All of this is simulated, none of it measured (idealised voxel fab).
Title: Process Module voxel self aligned contacts
Xsec cut, 290 nm wide, square cell size 5 nm.
How to read a cross-section here: the picture is a grid of square cells, written as bands going from the top down, and any band can span one or more rows of cells.
This entry defines a band. It first specifies the height of the band's top and the height of its bottom in nm, and then specifies the band's materials from left to right, stating each material with its width in nm. The word "all across" identifies a single material that fills the band from edge to edge, while the word "blank" identifies empty space.
Beneath 0, the wafer as received is one material, and that level is where height counting begins. The lowest band goes on downward without a bottom; it is written like "z 0 and below".
When a width is written as two numbers, as in "30 to 40", the first number is the width in the top row of cells of the band and the second is the width in its bottom row, and the width changes by the same amount from each row to the next.
"everything unchanged" for a step: no cell of the cross-section changed in that step.
The label "Sealed voids" introduces a list of the empty spaces, 8 cells or larger, that have no open way up to the top; each entry in it reads width x height at distance, where the distance is taken from the left edge and all three are stated in nm.
Text after the settings on a step's line: the simulator's own remark on that step.
For masked steps, "overlay nm" on the step line gives how far right of plan the mask actually lay; a minus sign means it lay to the left.
### Planned step list for the process
1 RECEIVE with material Si
2 OXIDIZE with depth nm 5
3 DIRECTIONAL_DEP with material polySi, thk nm 25
4 DIRECTIONAL_DEP with material SiN, thk nm 20
5 DIRECTIONAL_DEP with material aC, thk nm 15
6 PATTERN with tone cover, mask id GATE, material resist, width nm 25, pitch nm 70, thk nm 30, overlay nm 0
7 DIRECTIONAL_ETCH with etch materials aC, depth nm 15
8 STRIP with etch materials resist
9 DIRECTIONAL_ETCH with etch materials SiN, depth nm 20
10 DIRECTIONAL_ETCH with etch materials polySi, depth nm 25
11 STRIP with etch materials aC
12 CONFORMAL_DEP with material SiN, thk nm 10
13 DIRECTIONAL_ETCH with etch materials SiN, depth nm 10
14 FILL_DEP with material SiO2, thk nm 20
15 CMP with height nm 55
16 MASKED_ETCH with tone open, mask id CONTACT, width nm 55, etch materials SiO2, depth nm 60, overlay nm 0
17 CONFORMAL_DEP with material TiN, thk nm 5
18 FILL_DEP with material W, thk nm 10
19 CMP with height nm 55
20 CONFORMAL_DEP with material SiN, thk nm 5
### as received, after step 1
z 0 and below = Si all across
Sealed voids: none
### first wafer at the end, as planned
z 60 to 55 = SiN all across
z 55 to 45 = 115 of SiO2  5 to 20 of TiN  45 to 15 of W  5 to 20 of TiN  120 of SiO2
z 45 to 25 = 85 of SiO2  45 of SiN  5 of TiN  15 of W  5 of TiN  45 of SiN  90 of SiO2
z 25 to 0 = 85 of SiO2  10 of SiN  25 of polySi  10 of SiN  5 of TiN  15 of W  5 of TiN  10 of SiN  25 of polySi  10 of SiN  90 of SiO2
z 0 to -5 = 130 of SiO2  25 of TiN  135 of SiO2
z -5 and below = Si all across
Sealed voids: none
### This cross-section belongs to the second wafer of two at the end of the module; the start and the plan were shared with the first, and the run included one mistake
z 60 to 55 = SiN all across
z 55 to 45 = 115 of SiO2  5 to 20 of TiN  45 to 15 of W  5 to 20 of TiN  120 of SiO2
z 45 to 25 = 85 of SiO2  45 of SiN  5 of TiN  15 of W  5 of TiN  45 of SiN  90 of SiO2
z 25 to 15 = 85 of SiO2  10 of SiN  25 of polySi  10 of SiN  5 of TiN  15 of W  5 of TiN  10 of SiN  25 of polySi  10 of SiN  90 of SiO2
z 15 to 10 = 85 of SiO2  10 of SiN  25 of polySi  10 of SiN  25 of TiN  10 of SiN  25 of polySi  10 of SiN  90 of SiO2
z 10 to 0 = 95 of SiN  25 of polySi  45 of SiN  25 of polySi  100 of SiN
z 0 to -5 = SiO2 all across
z -5 and below = Si all across
Sealed voids: none
What was done differently from what was planned? transposition of steps 12 and 13 relative to the planned sequence
Final difference in cells, second wafer against first, listed per material as more or fewer: 80 more of SiN, 65 fewer of SiO2, 6 fewer of TiN, 9 fewer of W
